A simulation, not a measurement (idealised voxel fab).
Proc. module: voxel wiring stack
We display cut, a cross-section 185 nm in width whose square cells are each 5 nm.
Bands, listed from the top down, are how a cross-section gets written in this document; the cross-section itself is a grid of square cells, and a band is one or more rows of them.
Band entry format. Leading values: height of top, height of bottom, nm. Remainder: materials in left-to-right order, each with its width in nm. Special words: "edge to edge" on a single material, which then fills the band edge to edge; "blank", empty space.
Beneath 0, the wafer as received is one material, and that level is where height counting begins. The lowest band goes on downward without a bottom; it is written like "0..down".
It should be noted that a width expressed as "30..40" varies in equal increments from row to row of cells within the band, taking the value of the first number at the top row and that of the second number at the bottom row.
No cell of the cross-section changed in a step that is given as "remained the same".
"Closed void inventory" enumerates empty spaces isolated from the top, with no open way to it, that contain at least 8 cells, giving each as width x height at distance from the left edge, all three in nm.
Note: text after step settings on the step line = simulator remark on that step.
Among the settings permitted on a step's line is "overlay nm"; applied to a step with a mask, it specifies the extent to which the mask lay to the right of its planned position, whereas a negative figure signifies a position to the left.

# These are the steps we planned for the process
1) RECEIVE [material Si]
2) CONFORMAL_DEP [material SiO2] [thk nm 15]
3) CONFORMAL_DEP [material SiN] [thk nm 5]
4) DIRECTIONAL_DEP [material lowk] [thk nm 20]
5) PATTERN [tone open] [mask id METAL_1] [material resist] [width nm 20] [pitch nm 45] [thk nm 20] [overlay nm 0]
6) DIRECTIONAL_ETCH [etch materials lowk] [depth nm 20]
7) DIRECTIONAL_ETCH [etch materials SiN] [depth nm 5]
8) STRIP [etch materials resist]
9) CONFORMAL_DEP [material TiN] [thk nm 5]
10) FILL_DEP [material Cu] [thk nm 10]
11) CMP [height nm 40]
12) EPI [material Ru] [thk nm 5]
13) FILL_DEP [material SiCN] [thk nm 5]
14) DIRECTIONAL_DEP [material lowk] [thk nm 20]
15) MASKED_ETCH [tone open] [mask id PLUG_1] [width nm 15] [pitch nm 90] [etch materials lowk] [depth nm 20] [overlay nm 0]
16) MASKED_ETCH [tone open] [mask id PLUG_1] [width nm 15] [pitch nm 90] [etch materials SiCN] [depth nm 5] [overlay nm 0]
17) CONFORMAL_DEP [material TiN] [thk nm 5]
18) FILL_DEP [material W] [thk nm 5]
19) CMP [height nm 70]
20) DIRECTIONAL_DEP [material TiN] [thk nm 5]
21) DIRECTIONAL_DEP [material Ru] [thk nm 25]
22) DIRECTIONAL_DEP [material aC] [thk nm 10]
23) PATTERN [tone cover] [mask id METAL_2] [material resist] [width nm 20] [pitch nm 45] [thk nm 30] [overlay nm 0]
24) DIRECTIONAL_ETCH [etch materials aC] [depth nm 10]
25) STRIP [etch materials resist]
26) DIRECTIONAL_ETCH [etch materials Ru] [depth nm 25]
27) DIRECTIONAL_ETCH [etch materials TiN] [depth nm 5]
28) STRIP [etch materials aC]
29) FILL_DEP [material SiO2] [thk nm 10]
30) CMP [height nm 100]
31) CONFORMAL_DEP [material SiCN] [thk nm 5]

# Incoming wafer, cross-sectional view, post step 1
* 0..down  Si edge to edge
* Closed void inventory: none

# Sectioned view, first of two wafers, at the close of the module, processed as intended in the plan
* 105..100  SiCN edge to edge
* 100..75  SiO2: 35  Ru: 20  SiO2: 25  Ru: 20  SiO2: 25  Ru: 20  SiO2: 40
* 75..70  SiO2: 35  TiN: 20  SiO2: 25  TiN: 20  SiO2: 25  TiN: 20  SiO2: 40
* 70..50  lowk: 35  TiN: 5  W: 5  TiN: 5  lowk: 75  TiN: 5  W: 5  TiN: 5  lowk: 45
* 50..45  SiCN: 35  TiN: 15  SiCN: 75  TiN: 15  SiCN: 45
* 45..40  SiCN: 30  Ru: 30  SiCN: 15  Ru: 30  SiCN: 15  Ru: 30  SiCN: 35
* 40..20  lowk: 35  TiN: 5  Cu: 10  TiN: 5  lowk: 25  TiN: 5  Cu: 10  TiN: 5  lowk: 25  TiN: 5  Cu: 10  TiN: 5  lowk: 40
* 20..15  SiN: 35  TiN: 20  SiN: 25  TiN: 20  SiN: 25  TiN: 20  SiN: 40
* 15..0  SiO2 edge to edge
* 0..down  Si edge to edge
* Closed void inventory: none

# The second wafer, shown in cross-section after the module: started the same way as the first and given the same plan, yet one mistake crept into how it was run
* 105..100  SiCN edge to edge
* 100..75  SiO2: 35  Ru: 20  SiO2: 25  Ru: 20  SiO2: 25  Ru: 20  SiO2: 40
* 75..70  SiO2: 35  TiN: 20  SiO2: 25  TiN: 20  SiO2: 25  TiN: 20  SiO2: 40
* 70..50  lowk: 35  TiN: 5  W: 5  TiN: 5  lowk: 75  TiN: 5  W: 5  TiN: 5  lowk: 45
* 50..45  SiCN: 35  TiN: 15  SiCN: 75  TiN: 15  SiCN: 45
* 45..40  SiCN: 30  Ru: 30  SiCN: 15  Ru: 30  SiCN: 15  Ru: 30  SiCN: 35
* 40..20  lowk: 35  TiN: 5  aC: 10  TiN: 5  lowk: 25  TiN: 5  aC: 10  TiN: 5  lowk: 25  TiN: 5  aC: 10  TiN: 5  lowk: 40
* 20..15  SiN: 35  TiN: 20  SiN: 25  TiN: 20  SiN: 25  TiN: 20  SiN: 40
* 15..0  SiO2 edge to edge
* 0..down  Si edge to edge
* Closed void inventory: none
what went wrong: rather than as planned, step 10 actually ran as FILL_DEP [material aC] [thk nm 10]
Once processing is complete, comparing cell counts shows that the second wafer has more or fewer of certain materials than the first: 24 fewer of Cu; 24 more of aC
